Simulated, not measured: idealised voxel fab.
process module | voxel ribs on slabs
cross-section cut | 150 nm wide | cells 5 nm
A cross-section is a grid of square cells, given in bands from the top down. A band is one or more rows of cells.
Each band's line starts with the height of the band's top and of its bottom, in nm. Then come its materials from left to right, each with its width in nm. One material with "throughout" fills the band from edge to edge. "air" is empty space.
Height 0 is the level under which the wafer as received is all one material. The lowest band goes on downwards, as in "0 down".
A width such as "30 to 40" changes by the same amount from each row of cells to the next, from the band's top row to its bottom row.
"no change" after a step means that no cell of the cross-section changed.
closed voids: empty space of 8 cells or more with no open way to the top, each as width x height at its distance from the left edge, in nm
after a step's settings: what the simulator itself notes on the step
overlay nm, on a step with a mask: how far to the right of its planned place the mask lay; to the left if negative
plan
1 op RECEIVE | material Si
2 op DIRECTIONAL_DEP | material SiO2 | thk nm 30
3 op DIRECTIONAL_DEP | material polySi | thk nm 20
4 op DIRECTIONAL_DEP | material aC | thk nm 15
5 op PATTERN | tone cover | mask id RIB | material resist | width nm 20 | thk nm 30 | overlay nm 0
6 op DIRECTIONAL_ETCH | etch materials aC | depth nm 15
7 op STRIP | etch materials resist
8 op DIRECTIONAL_ETCH | etch materials polySi | depth nm 15
9 op STRIP | etch materials aC
10 op PATTERN | tone cover | mask id SLAB | material resist | width nm 60 | thk nm 15 | overlay nm 0
11 op DIRECTIONAL_ETCH | etch materials polySi | depth nm 5
12 op STRIP | etch materials resist
13 op FILL_DEP | material SiO2 | thk nm 25
14 op CMP | height nm 65
15 op DIRECTIONAL_DEP | material W | thk nm 5
16 op PATTERN | tone cover | mask id HEATER | material resist | width nm 30 | thk nm 15 | overlay nm 0
17 op DIRECTIONAL_ETCH | etch materials W | depth nm 5
18 op STRIP | etch materials resist
19 op CONFORMAL_DEP | material SiO2 | thk nm 5
as received, after step 1
  0 down: Si throughout
  closed voids: none
first wafer at the end, as planned
  75 to 70: air 55 | SiO2 40 | air 55
  70 to 65: SiO2 60 | W 30 | SiO2 60
  65 to 50: SiO2 throughout
  50 to 35: SiO2 65 | polySi 20 | SiO2 65
  35 to 30: SiO2 45 | polySi 60 | SiO2 45
  30 to 0: SiO2 throughout
  0 down: Si throughout
  closed voids: none
second wafer at the end: like start, like plan, one mistake
  75 to 70: air 55 | SiO2 40 | air 55
  70 to 65: SiO2 60 | W 30 | SiO2 60
  65 to 50: aC throughout
  50 to 35: aC 65 | polySi 20 | aC 65
  35 to 30: aC 45 | polySi 60 | aC 45
  30 to 0: SiO2 throughout
  0 down: Si throughout
  closed voids: none
what went wrong: step 13 ran as: op FILL_DEP | material aC | thk nm 25
at the end the second wafer has, in cells: 186 fewer of SiO2 | 186 more of aC
